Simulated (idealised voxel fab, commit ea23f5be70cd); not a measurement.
process module | voxel transistor to metal
Section cut is 290 nm wide and gridded with 5 nm square cells.
How to read a cross-section here: the picture is a grid of square cells, written as bands going from the top down, and any band can span one or more rows of cells.
First you get the band's top height and its bottom height, in nm, and then the materials it's made of, left to right, with each width in nm. If you see a single material with "all across", that one covers the band edge to edge. "blank" is empty space.
Heights are reckoned from 0. Under this level, the received wafer is all of one material. The bottommost band is open-ended downward, for example "0 down".
Width spec "30->40" -> top row of cells at first value, bottom row at second value, equal per-row change in between.
"same as before" (step): cross-section cells unchanged, all of them.
Any empty space of 8 cells or more lacking an open way to the top shows up in "Enclosed internal voids" as width x height at distance, distance from the left edge, in nm.
Formally, on a step line, whatever follows the settings is a remark that the simulator itself makes on the step.
The line of a step may include "overlay nm". On a step with a mask, this value is how far to the right of its planned place the mask lay. A negative value means the mask lay to the left.
Reading key. Pairs: pre-step and post-step cross-section, one process step apart; post-step view only to lowest changed band. Step between + settings: beneath pair. Runs: pairs may be from different runs of this module, same starting wafer. Continuation from pair above: only where "Pre-processing view" entry says.

## Pre-processing view
> 30 to 25 = SiN all across
> 25 to 15 = SiO2: 25, then TiN: 5, then Ru: 5, then TiN: 5, then SiO2: 65, then TiN: 5, then Ru: 5, then TiN: 5, then SiO2: 45, then TiN: 5, then Ru: 5, then TiN: 5, then SiO2: 65, then TiN: 5, then Ru: 5, then TiN: 5, then SiO2: 30
> 15 to 10 = SiO2: 25, then TiN: 15, then SiO2: 65, then TiN: 15, then SiO2: 45, then TiN: 15, then SiO2: 65, then TiN: 15, then SiO2: 30
> 10 to 0 = SiO2: 25, then TiN: 10, then nSi: 20, then SiN: 5, then HfO2: 5, then TiN: 5, then W: 5, then TiN: 5, then HfO2: 5, then SiN: 5, then nSi: 20, then TiN: 10, then SiO2: 45, then TiN: 10, then nSi: 20, then SiN: 5, then HfO2: 5, then TiN: 5, then W: 5, then TiN: 5, then HfO2: 5, then SiN: 5, then nSi: 20, then TiN: 10, then SiO2: 30
> 0 to -5 = SiO2: 25, then TiN: 10, then nSi: 20, then SiN: 5, then HfO2: 5, then TiN: 15, then HfO2: 5, then SiN: 5, then nSi: 20, then TiN: 10, then SiO2: 45, then TiN: 10, then nSi: 20, then SiN: 5, then HfO2: 5, then TiN: 15, then HfO2: 5, then SiN: 5, then nSi: 20, then TiN: 10, then SiO2: 30
> -5 to -10 = SiO2: 35, then nSi: 20, then HfO2: 35, then nSi: 20, then SiO2: 65, then nSi: 20, then HfO2: 35, then nSi: 20, then SiO2: 40
> -10 to -20 = SiO2: 35, then nSi: 20, then Si: 35, then nSi: 20, then SiO2: 65, then nSi: 20, then Si: 35, then nSi: 20, then SiO2: 40
> -20 to -40 = SiO2: 15, then nSi: 40, then Si: 35, then nSi: 40, then SiO2: 25, then nSi: 40, then Si: 35, then nSi: 40, then SiO2: 20
> -40 down = Si all across
> Enclosed internal voids: none

## Sectional Result
> 50 to 30 = SiO2 all across
> Below a height of 30, the structure has not been altered.
> Enclosed internal voids: none
What was done to get from the before section above to the after section? DIRECTIONAL_DEP | material SiO2 | thk nm 20

Pre-processing view: after-step cross-section of the pair just above applies.

## Sectional Result
> 60 to 50 = aC all across
> Below a height of 50, the structure has not been altered.
> Enclosed internal voids: none
What was done to get from the before section above to the after section? DIRECTIONAL_DEP | material aC | thk nm 10

Pre-processing view: after-step cross-section of the pair just above applies.

## Sectional Result
> 90 to 60 = resist: 25, then blank: 15, then resist: 65, then blank: 15, then resist: 45, then blank: 15, then resist: 65, then blank: 15, then resist: 30
> Below a height of 60, the structure has not been altered.
> Enclosed internal voids: none
What was done to get from the before section above to the after section? PATTERN | tone open | mask id METAL_1 | material resist | width nm 15 | thk nm 30 | overlay nm 0

Pre-processing view: after-step cross-section of the pair just above applies.

## Sectional Result
> 80 to 60 = resist: 25, then blank: 15, then resist: 65, then blank: 15, then resist: 45, then blank: 15, then resist: 65, then blank: 15, then resist: 30
> 60 to 50 = aC: 25, then blank: 15, then aC: 65, then blank: 15, then aC: 45, then blank: 15, then aC: 65, then blank: 15, then aC: 30
> Below a height of 50, the structure has not been altered.
> Enclosed internal voids: none
What was done to get from the before section above to the after section? DIRECTIONAL_ETCH | etch materials aC | depth nm 10

Pre-processing view: after-step cross-section of the pair just above applies.

## Sectional Result
> 60 to 50 = aC: 25, then blank: 15, then aC: 65, then blank: 15, then aC: 45, then blank: 15, then aC: 65, then blank: 15, then aC: 30
> Below a height of 50, the structure has not been altered.
> Enclosed internal voids: none
What was done to get from the before section above to the after section? STRIP | etch materials resist

Pre-processing view: after-step cross-section of the pair just above applies.

## Sectional Result
> 60 to 50 = aC: 25, then blank: 15, then aC: 65, then blank: 15, then aC: 45, then blank: 15, then aC: 65, then blank: 15, then aC: 30
> 50 to 30 = SiO2: 25, then blank: 15, then SiO2: 65, then blank: 15, then SiO2: 45, then blank: 15, then SiO2: 65, then blank: 15, then SiO2: 30
> Below a height of 30, the structure has not been altered.
> Enclosed internal voids: none
What was done to get from the before section above to the after section? DIRECTIONAL_ETCH | etch materials SiO2 | depth nm 20

Pre-processing view: after-step cross-section of the pair just above applies.

## Sectional Result
> 60 to 50 = aC: 25, then blank: 15, then aC: 65, then blank: 15, then aC: 45, then blank: 15, then aC: 65, then blank: 15, then aC: 30
> 50 to 30 = SiO2: 25, then blank: 15, then SiO2: 65, then blank: 15, then SiO2: 45, then blank: 15, then SiO2: 65, then blank: 15, then SiO2: 30
> 30 to 25 = SiN: 25, then blank: 15, then SiN: 65, then blank: 15, then SiN: 45, then blank: 15, then SiN: 65, then blank: 15, then SiN: 30
> Below a height of 25, the structure has not been altered.
> Enclosed internal voids: none
What was done to get from the before section above to the after section? DIRECTIONAL_ETCH | etch materials SiN | depth nm 5

Pre-processing view: after-step cross-section of the pair just above applies.

## Sectional Result
> 50 to 30 = SiO2: 25, then blank: 15, then SiO2: 65, then blank: 15, then SiO2: 45, then blank: 15, then SiO2: 65, then blank: 15, then SiO2: 30
> Below a height of 30, the structure has not been altered.
> Enclosed internal voids: none
What was done to get from the before section above to the after section? STRIP | etch materials aC

Pre-processing view: after-step cross-section of the pair just above applies.

## Sectional Result
> 55 to 50 = TiN: 30, then blank: 5, then TiN: 75, then blank: 5, then TiN: 55, then blank: 5, then TiN: 75, then blank: 5, then TiN: 35
> 50 to 30 = SiO2: 25, then TiN: 5, then blank: 5, then TiN: 5, then SiO2: 65, then TiN: 5, then blank: 5, then TiN: 5, then SiO2: 45, then TiN: 5, then blank: 5, then TiN: 5, then SiO2: 65, then TiN: 5, then blank: 5, then TiN: 5, then SiO2: 30
> 30 to 25 = SiN: 25, then TiN: 15, then SiN: 65, then TiN: 15, then SiN: 45, then TiN: 15, then SiN: 65, then TiN: 15, then SiN: 30
> Below a height of 25, the structure has not been altered.
> Enclosed internal voids: none
What was done to get from the before section above to the after section? CONFORMAL_DEP | material TiN | thk nm 5

Pre-processing view: after-step cross-section of the pair just above applies.

## Sectional Result
> 60 to 55 = Cu all across
> 55 to 50 = TiN: 30, then Cu: 5, then TiN: 75, then Cu: 5, then TiN: 55, then Cu: 5, then TiN: 75, then Cu: 5, then TiN: 35
> 50 to 30 = SiO2: 25, then TiN: 5, then Cu: 5, then TiN: 5, then SiO2: 65, then TiN: 5, then Cu: 5, then TiN: 5, then SiO2: 45, then TiN: 5, then Cu: 5, then TiN: 5, then SiO2: 65, then TiN: 5, then Cu: 5, then TiN: 5, then SiO2: 30
> Below a height of 30, the structure has not been altered.
> Enclosed internal voids: none
What was done to get from the before section above to the after section? FILL_DEP | material Cu | thk nm 5

Pre-processing view: after-step cross-section of the pair just above applies.

## Sectional Result
> 50 to 30 = SiO2: 25, then TiN: 5, then Cu: 5, then TiN: 5, then SiO2: 65, then TiN: 5, then Cu: 5, then TiN: 5, then SiO2: 45, then TiN: 5, then Cu: 5, then TiN: 5, then SiO2: 65, then TiN: 5, then Cu: 5, then TiN: 5, then SiO2: 30
> Below a height of 30, the structure has not been altered.
> Enclosed internal voids: none
What was done to get from the before section above to the after section? CMP | height nm 50

Pre-processing view: after-step cross-section of the pair just above applies.

## Sectional Result
> 55 to 50 = blank: 20, then Ru: 25, then blank: 55, then Ru: 25, then blank: 35, then Ru: 25, then blank: 55, then Ru: 25, then blank: 25
> Below a height of 50, the structure has not been altered.
> Enclosed internal voids: none
What was done to get from the before section above to the after section? EPI | material Ru | thk nm 5

Pre-processing view: after-step cross-section of the pair just above applies.

## Sectional Result
> 60 to 55 = SiCN all across
> 55 to 50 = SiCN: 20, then Ru: 25, then SiCN: 55, then Ru: 25, then SiCN: 35, then Ru: 25, then SiCN: 55, then Ru: 25, then SiCN: 25
> Below a height of 50, the structure has not been altered.
> Enclosed internal voids: none
What was done to get from the before section above to the after section? FILL_DEP | material SiCN | thk nm 5

## Pre-processing view
> 10 to 0 = SiO2: 15, then SiN: 115, then SiO2: 25, then SiN: 115, then SiO2: 20
> 0 to -5 = SiO2 all across
> -5 to -40 = SiO2: 15, then Si: 115, then SiO2: 25, then Si: 115, then SiO2: 20
> -40 down = Si all across
> Enclosed internal voids: none

## Sectional Result
> 10 to 0 = SiO2: 15, then blank: 115, then SiO2: 25, then blank: 115, then SiO2: 20
> Below a height of 0, the structure has not been altered.
> Enclosed internal voids: none
What was done to get from the before section above to the after section? STRIP | etch materials SiN

Pre-processing view: after-step cross-section of the pair just above applies.

## Sectional Result
> 0 to -5 = SiO2: 5, then blank: 135, then SiO2: 5, then blank: 135, then SiO2: 10
> -5 to -10 = SiO2: 5, then blank: 10, then Si: 115, then blank: 10, then SiO2: 5, then blank: 10, then Si: 115, then blank: 10, then SiO2: 10
> Below a height of -10, the structure has not been altered.
> Enclosed internal voids: none
What was done to get from the before section above to the after section? SELECTIVE_ETCH | etch materials SiO2 | depth nm 10

Pre-processing view: after-step cross-section of the pair just above applies.

## Sectional Result
> -5 to -15 = blank: 15, then Si: 115, then blank: 25, then Si: 115, then blank: 15, then SiO2: 5
> Below a height of -15, the structure has not been altered.
> Enclosed internal voids: none
What was done to get from the before section above to the after section? SELECTIVE_ETCH | etch materials SiO2 | depth nm 5

Pre-processing view: after-step cross-section of the pair just above applies.

## Sectional Result
> -5 to -10 = blank: 15, then SiO2: 115, then blank: 25, then SiO2: 115, then blank: 15, then SiO2: 5
> -10 to -15 = blank: 15, then SiO2: 5, then Si: 105, then SiO2: 5, then blank: 25, then SiO2: 5, then Si: 105, then SiO2: 5, then blank: 15, then SiO2: 5
> -15 to -20 = SiO2: 20, then Si: 105, then SiO2: 35, then Si: 105, then SiO2: 25
> Below a height of -20, the structure has not been altered.
> Enclosed internal voids: none
What was done to get from the before section above to the after section? OXIDIZE | depth nm 5

Pre-processing view: after-step cross-section of the pair just above applies.

## Sectional Result
> 15 to 5 = blank: 15, then polySi: 115, then blank: 25, then polySi: 115, then blank: 15, then polySi: 5
> 5 to -5 = polySi all across
> -5 to -10 = polySi: 15, then SiO2: 115, then polySi: 25, then SiO2: 115, then polySi: 15, then SiO2: 5
> -10 to -15 = polySi: 15, then SiO2: 5, then Si: 105, then SiO2: 5, then polySi: 25, then SiO2: 5, then Si: 105, then SiO2: 5, then polySi: 15, then SiO2: 5
> Below a height of -15, the structure has not been altered.
> Enclosed internal voids: none
What was done to get from the before section above to the after section? DIRECTIONAL_DEP | material polySi | thk nm 20

Pre-processing view: after-step cross-section of the pair just above applies.

## Sectional Result
> 30 to 20 = blank: 15, then SiCN: 115, then blank: 25, then SiCN: 115, then blank: 15, then SiCN: 5
> 20 to 15 = SiCN all across
> 15 to 5 = SiCN: 15, then polySi: 115, then SiCN: 25, then polySi: 115, then SiCN: 15, then polySi: 5
> Below a height of 5, the structure has not been altered.
> Enclosed internal voids: none
What was done to get from the before section above to the after section? DIRECTIONAL_DEP | material SiCN | thk nm 15

Pre-processing view: after-step cross-section of the pair just above applies.

## Sectional Result
> 45 to 30 = blank: 60, then resist: 25, then blank: 115, then resist: 25, then blank: 65
> Below a height of 30, the structure has not been altered.
> Enclosed internal voids: none
What was done to get from the before section above to the after section? PATTERN | tone cover | mask id GATE | material resist | width nm 25 | pitch nm 140 | thk nm 15 | overlay nm 0

Pre-processing view: after-step cross-section of the pair just above applies.

## Sectional Result
> 45 to 30 = blank: 60, then resist: 25, then blank: 115, then resist: 25, then blank: 65
> 30 to 15 = blank: 60, then SiCN: 25, then blank: 115, then SiCN: 25, then blank: 65
> 15 to 5 = blank: 15, then polySi: 115, then blank: 25, then polySi: 115, then blank: 15, then polySi: 5
> Below a height of 5, the structure has not been altered.
> Enclosed internal voids: none
What was done to get from the before section above to the after section? DIRECTIONAL_ETCH | etch materials SiCN | depth nm 25

Pre-processing view: after-step cross-section of the pair just above applies.

## Sectional Result
> 45 to 30 = blank: 60, then resist: 25, then blank: 115, then resist: 25, then blank: 65
> 30 to 15 = blank: 60, then SiCN: 25, then blank: 115, then SiCN: 25, then blank: 65
> 15 to -5 = blank: 60, then polySi: 25, then blank: 115, then polySi: 25, then blank: 65
> -5 to -10 = blank: 15, then SiO2: 115, then blank: 25, then SiO2: 115, then blank: 15, then SiO2: 5
> -10 to -15 = blank: 15, then SiO2: 5, then Si: 105, then SiO2: 5, then blank: 25, then SiO2: 5, then Si: 105, then SiO2: 5, then blank: 15, then SiO2: 5
> Below a height of -15, the structure has not been altered.
> Enclosed internal voids: none
What was done to get from the before section above to the after section? DIRECTIONAL_ETCH | etch materials polySi | depth nm 30

Pre-processing view: after-step cross-section of the pair just above applies.

## Sectional Result
> 30 to 15 = blank: 60, then SiCN: 25, then blank: 115, then SiCN: 25, then blank: 65
> Below a height of 15, the structure has not been altered.
> Enclosed internal voids: none
What was done to get from the before section above to the after section? STRIP | etch materials resist

Pre-processing view: after-step cross-section of the pair just above applies.

## Sectional Result
> 35 to 30 = blank: 55, then SiN: 35, then blank: 105, then SiN: 35, then blank: 60
> 30 to 15 = blank: 55, then SiN: 5, then SiCN: 25, then SiN: 5, then blank: 105, then SiN: 5, then SiCN: 25, then SiN: 5, then blank: 60
> 15 to 0 = blank: 55, then SiN: 5, then polySi: 25, then SiN: 5, then blank: 105, then SiN: 5, then polySi: 25, then SiN: 5, then blank: 60
> 0 to -5 = blank: 10, then SiN: 50, then polySi: 25, then SiN: 50, then blank: 15, then SiN: 50, then polySi: 25, then SiN: 50, then blank: 5, then SiN: 10
> -5 to -10 = blank: 10, then SiN: 5, then SiO2: 115, then SiN: 5, then blank: 15, then SiN: 5, then SiO2: 115, then SiN: 5, then blank: 5, then SiN: 5, then SiO2: 5
> -10 to -15 = SiN: 15, then SiO2: 5, then Si: 105, then SiO2: 5, then SiN: 25, then SiO2: 5, then Si: 105, then SiO2: 5, then SiN: 15, then SiO2: 5
> Below a height of -15, the structure has not been altered.
> Enclosed internal voids: none
What was done to get from the before section above to the after section? CONFORMAL_DEP | material SiN | thk nm 5

Pre-processing view: after-step cross-section of the pair just above applies.

## Sectional Result
> 30 to 15 = blank: 55, then SiN: 5, then SiCN: 25, then SiN: 5, then blank: 105, then SiN: 5, then SiCN: 25, then SiN: 5, then blank: 60
> 15 to -5 = blank: 55, then SiN: 5, then polySi: 25, then SiN: 5, then blank: 105, then SiN: 5, then polySi: 25, then SiN: 5, then blank: 60
> -5 to -10 = blank: 10, then SiN: 5, then SiO2: 115, then SiN: 5, then blank: 15, then SiN: 5, then SiO2: 115, then SiN: 5, then blank: 5, then SiN: 5, then SiO2: 5
> -10 to -15 = blank: 10, then SiN: 5, then SiO2: 5, then Si: 105, then SiO2: 5, then SiN: 5, then blank: 15, then SiN: 5, then SiO2: 5, then Si: 105, then SiO2: 5, then SiN: 5, then blank: 5, then SiN: 5, then SiO2: 5
> Below a height of -15, the structure has not been altered.
> Enclosed internal voids: none
What was done to get from the before section above to the after section? DIRECTIONAL_ETCH | etch materials SiN | depth nm 5

Pre-processing view: after-step cross-section of the pair just above applies.

## Sectional Result
> 30 to 15 = blank: 55, then SiN: 5, then SiCN: 25, then SiN: 5, then blank: 105, then SiN: 5, then SiCN: 25, then SiN: 5, then blank: 60
> 15 to -5 = blank: 55, then SiN: 5, then polySi: 25, then SiN: 5, then blank: 105, then SiN: 5, then polySi: 25, then SiN: 5, then blank: 60
> -5 to -10 = blank: 10, then SiN: 5, then blank: 40, then SiO2: 35, then blank: 40, then SiN: 5, then blank: 15, then SiN: 5, then blank: 40, then SiO2: 35, then blank: 40, then SiN: 5, then blank: 5, then SiN: 5, then blank: 5
> -10 to -15 = blank: 10, then SiN: 5, then SiO2: 5, then Si: 105, then SiO2: 5, then SiN: 5, then blank: 15, then SiN: 5, then SiO2: 5, then Si: 105, then SiO2: 5, then SiN: 5, then blank: 5, then SiN: 5, then SiO2: 5
> -15 to -20 = blank: 10, then SiO2: 10, then Si: 105, then SiO2: 10, then blank: 15, then SiO2: 10, then Si: 105, then SiO2: 10, then blank: 5, then SiO2: 10
> Below a height of -20, the structure has not been altered.
> Enclosed internal voids: none
What was done to get from the before section above to the after section? DIRECTIONAL_ETCH | etch materials SiO2 | depth nm 5

Pre-processing view: after-step cross-section of the pair just above applies.

## Sectional Result
> 30 to 15 = blank: 55, then SiN: 5, then SiCN: 25, then SiN: 5, then blank: 105, then SiN: 5, then SiCN: 25, then SiN: 5, then blank: 60
> 15 to -5 = blank: 55, then SiN: 5, then polySi: 25, then SiN: 5, then blank: 105, then SiN: 5, then polySi: 25, then SiN: 5, then blank: 60
> -5 to -10 = blank: 10, then SiN: 5, then blank: 40, then SiO2: 35, then blank: 40, then SiN: 5, then blank: 15, then SiN: 5, then blank: 40, then SiO2: 35, then blank: 40, then SiN: 5, then blank: 5, then SiN: 5, then blank: 5
> -10 to -15 = blank: 10, then SiN: 5, then SiO2: 5, then blank: 35, then Si: 35, then blank: 35, then SiO2: 5, then SiN: 5, then blank: 15, then SiN: 5, then SiO2: 5, then blank: 35, then Si: 35, then blank: 35, then SiO2: 5, then SiN: 5, then blank: 5, then SiN: 5, then SiO2: 5
> -15 to -20 = blank: 10, then SiO2: 10, then blank: 35, then Si: 35, then blank: 35, then SiO2: 10, then blank: 15, then SiO2: 10, then blank: 35, then Si: 35, then blank: 35, then SiO2: 10, then blank: 5, then SiO2: 10
> -20 to -25 = SiO2: 15, then Si: 5, then blank: 35, then Si: 35, then blank: 35, then Si: 5, then SiO2: 25, then Si: 5, then blank: 35, then Si: 35, then blank: 35, then Si: 5, then SiO2: 20
> Below a height of -25, the structure has not been altered.
> Enclosed internal voids: none
What was done to get from the before section above to the after section? DIRECTIONAL_ETCH | etch materials Si | depth nm 15

Pre-processing view: after-step cross-section of the pair just above applies.

## Sectional Result
> 30 to 15 = blank: 55, then SiN: 5, then SiCN: 25, then SiN: 5, then blank: 105, then SiN: 5, then SiCN: 25, then SiN: 5, then blank: 60
> 15 to 10 = blank: 55, then SiN: 5, then polySi: 25, then SiN: 5, then blank: 105, then SiN: 5, then polySi: 25, then SiN: 5, then blank: 60
> 10 to 0 = blank: 35, then nSi: 20, then SiN: 5, then polySi: 25, then SiN: 5, then nSi: 20, then blank: 65, then nSi: 20, then SiN: 5, then polySi: 25, then SiN: 5, then nSi: 20, then blank: 40
> 0 to -5 = blank: 10, then nSi: 45, then SiN: 5, then polySi: 25, then SiN: 5, then nSi: 45, then blank: 15, then nSi: 45, then SiN: 5, then polySi: 25, then SiN: 5, then nSi: 45, then blank: 15
> -5 to -10 = blank: 10, then SiN: 5, then nSi: 40, then SiO2: 35, then nSi: 40, then SiN: 5, then blank: 15, then SiN: 5, then nSi: 40, then SiO2: 35, then nSi: 40, then SiN: 5, then blank: 5, then SiN: 5, then blank: 5
> -10 to -15 = blank: 10, then SiN: 5, then SiO2: 5, then nSi: 35, then Si: 35, then nSi: 35, then SiO2: 5, then SiN: 5, then blank: 15, then SiN: 5, then SiO2: 5, then nSi: 35, then Si: 35, then nSi: 35, then SiO2: 5, then SiN: 5, then blank: 5, then SiN: 5, then SiO2: 5
> -15 to -20 = blank: 10, then SiO2: 10, then nSi: 35, then Si: 35, then nSi: 35, then SiO2: 10, then blank: 15, then SiO2: 10, then nSi: 35, then Si: 35, then nSi: 35, then SiO2: 10, then blank: 5, then SiO2: 10
> -20 to -25 = SiO2: 15, then Si: 5, then nSi: 35, then Si: 35, then nSi: 35, then Si: 5, then SiO2: 25, then Si: 5, then nSi: 35, then Si: 35, then nSi: 35, then Si: 5, then SiO2: 20
> Below a height of -25, the structure has not been altered.
> Enclosed internal voids: none
What was done to get from the before section above to the after section? EPI | material nSi | thk nm 20

Pre-processing view: after-step cross-section of the pair just above applies.

## Sectional Result
> 40 to 30 = SiO2 all across
> 30 to 15 = SiO2: 55, then SiN: 5, then SiCN: 25, then SiN: 5, then SiO2: 105, then SiN: 5, then SiCN: 25, then SiN: 5, then SiO2: 60
> 15 to 10 = SiO2: 55, then SiN: 5, then polySi: 25, then SiN: 5, then SiO2: 105, then SiN: 5, then polySi: 25, then SiN: 5, then SiO2: 60
> 10 to 0 = SiO2: 35, then nSi: 20, then SiN: 5, then polySi: 25, then SiN: 5, then nSi: 20, then SiO2: 65, then nSi: 20, then SiN: 5, then polySi: 25, then SiN: 5, then nSi: 20, then SiO2: 40
> 0 to -5 = SiO2: 10, then nSi: 45, then SiN: 5, then polySi: 25, then SiN: 5, then nSi: 45, then SiO2: 15, then nSi: 45, then SiN: 5, then polySi: 25, then SiN: 5, then nSi: 45, then SiO2: 15
> -5 to -10 = SiO2: 10, then SiN: 5, then nSi: 40, then SiO2: 35, then nSi: 40, then SiN: 5, then SiO2: 15, then SiN: 5, then nSi: 40, then SiO2: 35, then nSi: 40, then SiN: 5, then SiO2: 5, then SiN: 5, then SiO2: 5
> -10 to -15 = SiO2: 10, then SiN: 5, then SiO2: 5, then nSi: 35, then Si: 35, then nSi: 35, then SiO2: 5, then SiN: 5, then SiO2: 15, then SiN: 5, then SiO2: 5, then nSi: 35, then Si: 35, then nSi: 35, then SiO2: 5, then SiN: 5, then SiO2: 5, then SiN: 5, then SiO2: 5
> -15 to -20 = SiO2: 20, then nSi: 35, then Si: 35, then nSi: 35, then SiO2: 35, then nSi: 35, then Si: 35, then nSi: 35, then SiO2: 25
> Below a height of -20, the structure has not been altered.
> Enclosed internal voids: none
What was done to get from the before section above to the after section? FILL_DEP | material SiO2 | thk nm 10

Pre-processing view: after-step cross-section of the pair just above applies.

## Sectional Result
> 15 to 10 = SiO2: 55, then SiN: 5, then polySi: 25, then SiN: 5, then SiO2: 105, then SiN: 5, then polySi: 25, then SiN: 5, then SiO2: 60
> Below a height of 10, the structure has not been altered.
> Enclosed internal voids: none
What was done to get from the before section above to the after section? CMP | height nm 15

Pre-processing view: after-step cross-section of the pair just above applies.

## Sectional Result
> 15 to 10 = SiO2: 55, then SiN: 5, then blank: 25, then SiN: 5, then SiO2: 105, then SiN: 5, then blank: 25, then SiN: 5, then SiO2: 60
> 10 to 0 = SiO2: 35, then nSi: 20, then SiN: 5, then blank: 25, then SiN: 5, then nSi: 20, then SiO2: 65, then nSi: 20, then SiN: 5, then blank: 25, then SiN: 5, then nSi: 20, then SiO2: 40
> 0 to -5 = SiO2: 10, then nSi: 45, then SiN: 5, then blank: 25, then SiN: 5, then nSi: 45, then SiO2: 15, then nSi: 45, then SiN: 5, then blank: 25, then SiN: 5, then nSi: 45, then SiO2: 15
> Below a height of -5, the structure has not been altered.
> Enclosed internal voids: none
What was done to get from the before section above to the after section? STRIP | etch materials polySi

Pre-processing view: after-step cross-section of the pair just above applies.

## Sectional Result
> 15 to 10 = blank: 55, then SiN: 5, then blank: 25, then SiN: 5, then blank: 105, then SiN: 5, then blank: 25, then SiN: 5, then blank: 60
> 10 to 0 = SiO2: 35, then nSi: 20, then SiN: 5, then blank: 25, then SiN: 5, then nSi: 20, then SiO2: 65, then nSi: 20, then SiN: 5, then blank: 25, then SiN: 5, then nSi: 20, then SiO2: 40
> 0 to -5 = SiO2: 10, then nSi: 45, then SiN: 5, then blank: 25, then SiN: 5, then nSi: 45, then SiO2: 15, then nSi: 45, then SiN: 5, then blank: 25, then SiN: 5, then nSi: 45, then SiO2: 15
> -5 to -10 = SiO2: 10, then SiN: 5, then nSi: 40, then blank: 35, then nSi: 40, then SiN: 5, then SiO2: 15, then SiN: 5, then nSi: 40, then blank: 35, then nSi: 40, then SiN: 5, then SiO2: 5, then SiN: 5, then SiO2: 5
> Below a height of -10, the structure has not been altered.
> Enclosed internal voids: none
What was done to get from the before section above to the after section? SELECTIVE_ETCH | etch materials SiO2 | depth nm 5

Pre-processing view: after-step cross-section of the pair just above applies.

## Sectional Result
> 20 to 15 = blank: 50, then HfO2: 15, then blank: 15, then HfO2: 15, then blank: 95, then HfO2: 15, then blank: 15, then HfO2: 15, then blank: 55
> 15 to 10 = HfO2: 55, then SiN: 5, then HfO2: 5, then blank: 15, then HfO2: 5, then SiN: 5, then HfO2: 105, then SiN: 5, then HfO2: 5, then blank: 15, then HfO2: 5, then SiN: 5, then HfO2: 60
> 10 to 0 = SiO2: 35, then nSi: 20, then SiN: 5, then HfO2: 5, then blank: 15, then HfO2: 5, then SiN: 5, then nSi: 20, then SiO2: 65, then nSi: 20, then SiN: 5, then HfO2: 5, then blank: 15, then HfO2: 5, then SiN: 5, then nSi: 20, then SiO2: 40
> 0 to -5 = SiO2: 10, then nSi: 45, then SiN: 5, then HfO2: 5, then blank: 15, then HfO2: 5, then SiN: 5, then nSi: 45, then SiO2: 15, then nSi: 45, then SiN: 5, then HfO2: 5, then blank: 15, then HfO2: 5, then SiN: 5, then nSi: 45, then SiO2: 15
> -5 to -10 = SiO2: 10, then SiN: 5, then nSi: 40, then HfO2: 35, then nSi: 40, then SiN: 5, then SiO2: 15, then SiN: 5, then nSi: 40, then HfO2: 35, then nSi: 40, then SiN: 5, then SiO2: 5, then SiN: 5, then SiO2: 5
> Below a height of -10, the structure has not been altered.
> Enclosed internal voids: none
What was done to get from the before section above to the after section? CONFORMAL_DEP | material HfO2 | thk nm 5

Pre-processing view: after-step cross-section of the pair just above applies.

## Sectional Result
> 25 to 20 = blank: 45, then TiN: 25, then blank: 5, then TiN: 25, then blank: 85, then TiN: 25, then blank: 5, then TiN: 25, then blank: 50
> 20 to 15 = TiN: 50, then HfO2: 15, then TiN: 5, then blank: 5, then TiN: 5, then HfO2: 15, then TiN: 95, then HfO2: 15, then TiN: 5, then blank: 5, then TiN: 5, then HfO2: 15, then TiN: 55
> 15 to 10 = HfO2: 55, then SiN: 5, then HfO2: 5, then TiN: 5, then blank: 5, then TiN: 5, then HfO2: 5, then SiN: 5, then HfO2: 105, then SiN: 5, then HfO2: 5, then TiN: 5, then blank: 5, then TiN: 5, then HfO2: 5, then SiN: 5, then HfO2: 60
> 10 to 0 = SiO2: 35, then nSi: 20, then SiN: 5, then HfO2: 5, then TiN: 5, then blank: 5, then TiN: 5, then HfO2: 5, then SiN: 5, then nSi: 20, then SiO2: 65, then nSi: 20, then SiN: 5, then HfO2: 5, then TiN: 5, then blank: 5, then TiN: 5, then HfO2: 5, then SiN: 5, then nSi: 20, then SiO2: 40
> 0 to -5 = SiO2: 10, then nSi: 45, then SiN: 5, then HfO2: 5, then TiN: 15, then HfO2: 5, then SiN: 5, then nSi: 45, then SiO2: 15, then nSi: 45, then SiN: 5, then HfO2: 5, then TiN: 15, then HfO2: 5, then SiN: 5, then nSi: 45, then SiO2: 15
> Below a height of -5, the structure has not been altered.
> Enclosed internal voids: none
What was done to get from the before section above to the after section? CONFORMAL_DEP | material TiN | thk nm 5

Pre-processing view: after-step cross-section of the pair just above applies.

## Sectional Result
> 35 to 25 = W all across
> 25 to 20 = W: 45, then TiN: 25, then W: 5, then TiN: 25, then W: 85, then TiN: 25, then W: 5, then TiN: 25, then W: 50
> 20 to 15 = TiN: 50, then HfO2: 15, then TiN: 5, then W: 5, then TiN: 5, then HfO2: 15, then TiN: 95, then HfO2: 15, then TiN: 5, then W: 5, then TiN: 5, then HfO2: 15, then TiN: 55
> 15 to 10 = HfO2: 55, then SiN: 5, then HfO2: 5, then TiN: 5, then W: 5, then TiN: 5, then HfO2: 5, then SiN: 5, then HfO2: 105, then SiN: 5, then HfO2: 5, then TiN: 5, then W: 5, then TiN: 5, then HfO2: 5, then SiN: 5, then HfO2: 60
> 10 to 0 = SiO2: 35, then nSi: 20, then SiN: 5, then HfO2: 5, then TiN: 5, then W: 5, then TiN: 5, then HfO2: 5, then SiN: 5, then nSi: 20, then SiO2: 65, then nSi: 20, then SiN: 5, then HfO2: 5, then TiN: 5, then W: 5, then TiN: 5, then HfO2: 5, then SiN: 5, then nSi: 20, then SiO2: 40
> Below a height of 0, the structure has not been altered.
> Enclosed internal voids: none
What was done to get from the before section above to the after section? FILL_DEP | material W | thk nm 10

Pre-processing view: after-step cross-section of the pair just above applies.

## Sectional Result
> 10 to 0 = SiO2: 35, then nSi: 20, then SiN: 5, then HfO2: 5, then TiN: 5, then W: 5, then TiN: 5, then HfO2: 5, then SiN: 5, then nSi: 20, then SiO2: 65, then nSi: 20, then SiN: 5, then HfO2: 5, then TiN: 5, then W: 5, then TiN: 5, then HfO2: 5, then SiN: 5, then nSi: 20, then SiO2: 40
> Below a height of 0, the structure has not been altered.
> Enclosed internal voids: none
What was done to get from the before section above to the after section? CMP | height nm 10

Pre-processing view: after-step cross-section of the pair just above applies.

## Sectional Result
> 25 to 10 = SiO2 all across
> Below a height of 10, the structure has not been altered.
> Enclosed internal voids: none
What was done to get from the before section above to the after section? DIRECTIONAL_DEP | material SiO2 | thk nm 15
